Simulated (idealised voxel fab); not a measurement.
This is a process module. Its name is voxel air gaps.
The figure presents cross-section cut, which has a width of 280 nm and is divided into square cells with an edge length of 5 nm.
Each cross-section below is a grid of square cells, stated as bands in top-down order, with one or more rows of cells making up each band.
The entry gives the band's vertical extent as a top height and a bottom height in nm, then its horizontal make-up as materials from left to right, each with a width in nm. "blank" stands for empty space; a single material marked "all across" fills the band edge to edge.
Below 0: as-received wafer, all one material; heights counted from there. Lowest band: no bottom, goes on down, written "0 and below".
With a width like "30->40", each row of cells in the band differs from the next by the same amount, the top row carrying the first number and the bottom row the second.
No cell of the cross-section changed in a step that is given as "no alteration".
Under "Closed void table" you'll find the enclosed gaps, the ones with no way out to the top, that are 8 cells or bigger; each reads width x height at distance, with distance counted from the left edge, everything in nm.
after a step's settings: what the simulator itself notes on the step
The setting "overlay nm" may be written on the line of a step. When the step uses a mask, the value reports how far to the right of the planned place the mask lay, and a negative value reports that it lay to the left.
# Below is the list of planned process steps
1,RECEIVE,material Si
2,CONFORMAL_DEP,material SiO2,thk nm 15
3,CONFORMAL_DEP,material SiCN,thk nm 5
4,DIRECTIONAL_DEP,material lowk,thk nm 30
5,DIRECTIONAL_DEP,material aC,thk nm 15
6,PATTERN,tone open,mask id LINES,material resist,width nm 15,pitch nm 50,thk nm 30,overlay nm 0
7,DIRECTIONAL_ETCH,etch materials aC,depth nm 15
8,STRIP,etch materials resist
9,DIRECTIONAL_ETCH,etch materials lowk,depth nm 30
10,STRIP,etch materials aC
11,CONFORMAL_DEP,material TiN,thk nm 5
12,FILL_DEP,material Cu,thk nm 5
13,CMP,height nm 50
14,EPI,material Ru,thk nm 10
15,SELECTIVE_ETCH,etch materials lowk,depth nm 40
16,CONFORMAL_DEP,material SiCN,thk nm 5
All wafers enter the flow in the same state. The width nm at step 6 differs from wafer to wafer, and the plan gives the value for the first wafer.
# Cross-section of the first of several received wafers, showing its state after step 1
	0 and below | Si all across
	Closed void table: none
# The table below has one row for each wafer; a row shows, as of the end of the module, how many cells of each material the wafer has gained, marked (+), or lost, marked (-), since it was received, and then the wafer's closed voids
width nm 15 | +20 Cu | +56 Ru | +208 SiCN | +168 SiO2 | +52 TiN | Closed void table: none
width nm 20 | +40 Cu | +64 Ru | +208 SiCN | +168 SiO2 | +56 TiN | Closed void table: 20 x 20 at 80; 20 x 20 at 130; 20 x 20 at 180
width nm 25 | +60 Cu | +72 Ru | +196 SiCN | +168 SiO2 | +60 TiN | Closed void table: 15 x 20 at 85; 15 x 20 at 135; 15 x 20 at 185
width nm 30 | +80 Cu | +80 Ru | +136 SiCN | +168 SiO2 | +64 TiN | +72 lowk | Closed void table: none
width nm 35 | +100 Cu | +82 Ru | +136 SiCN | +168 SiO2 | +68 TiN | +54 lowk | Closed void table: none
